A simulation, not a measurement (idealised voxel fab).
process module | voxel lift off
cross-section cut | 300 nm wide | cells 5 nm
A cross-section is a grid of square cells, given in bands from the top down. A band is one or more rows of cells.
Each band's line starts with the height of the band's top and of its bottom, in nm. Then come its materials from left to right, each with its width in nm. One material with "throughout" fills the band from edge to edge. "air" is empty space.
Height 0 is the level under which the wafer as received is all one material. The lowest band goes on downwards, as in "0 down".
A width such as "30 to 40" changes by the same amount from each row of cells to the next, from the band's top row to its bottom row.
"no change" after a step means that no cell of the cross-section changed.
closed voids: empty space of 8 cells or more with no open way to the top, each as width x height at its distance from the left edge, in nm
after a step's settings: what the simulator itself notes on the step
overlay nm, on a step with a mask: how far to the right of its planned place the mask lay; to the left if negative
plan
1 op RECEIVE | material Si
2 op CONFORMAL_DEP | material Al2O3 | thk nm 5
3 op PATTERN | tone open | mask id LINES | material resist | width nm 20 | pitch nm 45 | thk nm 15 | overlay nm 0
4 op DIRECTIONAL_DEP | material Ru | thk nm 5
5 op STRIP | etch materials resist
6 op CONFORMAL_DEP | material SiO2 | thk nm 5
as received, after step 1
  0 down: Si throughout
  closed voids: none
a wafer at the end: this start, this plan, one mistake
  15 to 10: air 80 | SiO2 30 | air 15 | SiO2 30 | air 15 | SiO2 30 | air 100
  10 to 5: SiO2 85 | Ru 20 | SiO2 25 | Ru 20 | SiO2 25 | Ru 20 | SiO2 105
  5 to 0: Al2O3 throughout
  0 down: Si throughout
  closed voids: none
what went wrong: step 3 ran as: op PATTERN | tone open | mask id LINES | material resist | width nm 20 | pitch nm 45 | thk nm 15 | overlay nm -10
